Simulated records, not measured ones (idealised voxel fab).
Presented below is a process module, voxel transistor to metal.
For reference, the cross-section in this document is cut, with width 265 nm and square cells of 5 nm.
A cross-section is a grid of square cells, given in bands from the top down. A band is one or more rows of cells. A band entry consists of two parts. The first gives the height of the band's top and the height of its bottom, in nm. The rest lists the band's materials from left to right, each with its width in nm. A single material labelled with the word "full width" fills the band from edge to edge, and the word "empty" marks empty space. Height reference: 0 = level under which incoming wafer is all one material. Lowest band: no bottom, runs on downward, e.g. "0 and below". A width such as "30 to 40" changes by the same amount from each row of cells to the next, from the band's top row to its bottom row. It should be understood that the words "everything unchanged", when stated for a given step, signify that the cross-section underwent no change in any of its cells during that step. Enclosed voids (no open way to top), threshold 8 cells or more, entry "Sealed void list", notation width x height at distance, distance from left edge, nm. If you see something after the settings on a step's line, that's the simulator's own remark about that step. When a step includes a mask, the "overlay nm" setting on its line states how far to the right of its planned place that mask lay, and negative values state how far to the left.

# Here's what the planned process steps look like
step 1: op RECEIVE | material Si
step 2: op OXIDIZE | depth nm 5
step 3: op CONFORMAL_DEP | material SiN | thk nm 10
step 4: op PATTERN | tone cover | mask id ACTIVE | material resist | width nm 100 | pitch nm 125 | thk nm 20 | overlay nm 0
step 5: op DIRECTIONAL_ETCH | etch materials SiN | depth nm 10
step 6: op DIRECTIONAL_ETCH | etch materials SiO2 | depth nm 5
step 7: op DIRECTIONAL_ETCH | etch materials Si | depth nm 20
step 8: op STRIP | etch materials resist
step 9: op OXIDIZE | depth nm 5
step 10: op FILL_DEP | material SiO2 | thk nm 10
step 11: op CMP | height nm 10
step 12: op SELECTIVE_ETCH | etch materials SiO2 | depth nm 10
step 13: op STRIP | etch materials SiN
step 14: op SELECTIVE_ETCH | etch materials SiO2 | depth nm 5
step 15: op OXIDIZE | depth nm 5
step 16: op DIRECTIONAL_DEP | material polySi | thk nm 30
step 17: op DIRECTIONAL_DEP | material SiCN | thk nm 10
step 18: op MASKED_ETCH | tone cover | mask id GATE | width nm 20 | pitch nm 125 | etch materials SiCN | depth nm 20 | overlay nm 0
step 19: op MASKED_ETCH | tone cover | mask id GATE | width nm 20 | pitch nm 125 | etch materials polySi | depth nm 40 | overlay nm 0
step 20: op CONFORMAL_DEP | material SiN | thk nm 5
step 21: op DIRECTIONAL_ETCH | etch materials SiN | depth nm 5
step 22: op DIRECTIONAL_ETCH | etch materials SiO2 | depth nm 5
step 23: op EPI | material nSi | thk nm 5
step 24: op FILL_DEP | material SiO2 | thk nm 5
step 25: op CMP | height nm 35
step 26: op DIRECTIONAL_DEP | material SiO2 | thk nm 15
step 27: op MASKED_ETCH | tone open | mask id CONTACT | width nm 15 | etch materials SiO2 | depth nm 55 | overlay nm 0
step 28: op CONFORMAL_DEP | material TiN | thk nm 5
step 29: op FILL_DEP | material W | thk nm 10
step 30: op CMP | height nm 50
step 31: op CONFORMAL_DEP | material SiN | thk nm 5
step 32: op DIRECTIONAL_DEP | material lowk | thk nm 15
step 33: op PATTERN | tone open | mask id METAL_1 | material resist | width nm 15 | thk nm 15 | overlay nm 0
step 34: op DIRECTIONAL_ETCH | etch materials lowk | depth nm 15
step 35: op DIRECTIONAL_ETCH | etch materials SiN | depth nm 5
step 36: op STRIP | etch materials resist
step 37: op CONFORMAL_DEP | material TiN | thk nm 5
step 38: op FILL_DEP | material Ru | thk nm 10
step 39: op CMP | height nm 70
step 40: op EPI | material Ru | thk nm 5
step 41: op FILL_DEP | material SiCN | thk nm 5
step 42: op DIRECTIONAL_DEP | material lowk | thk nm 35
step 43: op DIRECTIONAL_DEP | material aC | thk nm 15
step 44: op PATTERN | tone open | mask id METAL_2 | material resist | width nm 15 | pitch nm 125 | thk nm 30 | overlay nm 0
step 45: op DIRECTIONAL_ETCH | etch materials aC | depth nm 15
step 46: op STRIP | etch materials resist
step 47: op DIRECTIONAL_ETCH | etch materials lowk | depth nm 20
step 48: op STRIP | etch materials aC
step 49: op PATTERN | tone open | mask id METAL_2_HOLES | material resist | width nm 15 | pitch nm 125 | thk nm 15 | overlay nm 0
step 50: op DIRECTIONAL_ETCH | etch materials lowk | depth nm 15
step 51: op DIRECTIONAL_ETCH | etch materials SiCN | depth nm 5
step 52: op STRIP | etch materials resist
step 53: op CONFORMAL_DEP | material TiN | thk nm 5
step 54: op FILL_DEP | material Ru | thk nm 5
step 55: op CMP | height nm 115
step 56: op CONFORMAL_DEP | material SiN | thk nm 5

# Shown in cross-section is the wafer as received, that is, as it stands after step 1
    0 and below = Si full width
    Sealed void list: none

# End state of the module in cross-section, given the above starting point and plan and one mistake in execution
    120 down to 115 = SiN full width
    115 down to 105 = lowk 25, then TiN 5, then Ru 15, then TiN 5, then lowk 100, then TiN 5, then Ru 15, then TiN 5, then lowk 90
    105 down to 100 = lowk 25, then TiN 10, then Ru 5, then TiN 10, then lowk 100, then TiN 10, then Ru 5, then TiN 10, then lowk 90
    100 down to 80 = lowk 30, then TiN 5, then Ru 5, then TiN 5, then lowk 110, then TiN 5, then Ru 5, then TiN 5, then lowk 95
    80 down to 75 = SiCN 30, then TiN 15, then SiCN 110, then TiN 15, then SiCN 95
    75 down to 70 = SiCN 25, then Ru 25, then SiCN 40, then Ru 25, then SiCN 35, then Ru 25, then SiCN 40, then Ru 25, then SiCN 25
    70 down to 55 = lowk 30, then TiN 5, then Ru 5, then TiN 5, then lowk 50, then TiN 5, then Ru 5, then TiN 5, then lowk 45, then TiN 5, then Ru 5, then TiN 5, then lowk 50, then TiN 5, then Ru 5, then TiN 5, then lowk 30
    55 down to 50 = SiN 30, then TiN 15, then SiN 50, then TiN 15, then SiN 45, then TiN 15, then SiN 50, then TiN 15, then SiN 30
    50 down to 35 = SiO2 30, then TiN 5, then W 5, then TiN 5, then SiO2 50, then TiN 5, then W 5, then TiN 5, then SiO2 45, then TiN 5, then W 5, then TiN 5, then SiO2 50, then TiN 5, then W 5, then TiN 5, then SiO2 30
    35 down to 25 = SiO2 30, then TiN 5, then W 5, then TiN 5, then SiO2 10, then SiN 5, then SiCN 20, then SiN 5, then SiO2 10, then TiN 5, then W 5, then TiN 5, then SiO2 45, then TiN 5, then W 5, then TiN 5, then SiO2 10, then SiN 5, then SiCN 20, then SiN 5, then SiO2 10, then TiN 5, then W 5, then TiN 5, then SiO2 30
    25 down to 0 = SiO2 30, then TiN 5, then W 5, then TiN 5, then SiO2 10, then SiN 5, then polySi 20, then SiN 5, then SiO2 10, then TiN 5, then W 5, then TiN 5, then SiO2 45, then TiN 5, then W 5, then TiN 5, then SiO2 10, then SiN 5, then polySi 20, then SiN 5, then SiO2 10, then TiN 5, then W 5, then TiN 5, then SiO2 30
    0 down to -5 = SiO2 30, then TiN 15, then SiO2 10, then SiN 5, then polySi 20, then SiN 5, then SiO2 10, then TiN 15, then SiO2 45, then TiN 15, then SiO2 10, then SiN 5, then polySi 20, then SiN 5, then SiO2 10, then TiN 15, then SiO2 30
    -5 down to -10 = SiO2 20, then nSi 35, then SiO2 30, then nSi 35, then SiO2 25, then nSi 35, then SiO2 30, then nSi 35, then SiO2 20
    -10 down to -30 = SiO2 25, then Si 90, then SiO2 35, then Si 90, then SiO2 25
    -30 and below = Si full width
    Sealed void list: none
The plan and the run diverged here: step 49 ran as: op PATTERN | tone open | mask id METAL_2_HOLES | material resist | width nm 25 | pitch nm 125 | thk nm 15 | overlay nm 0
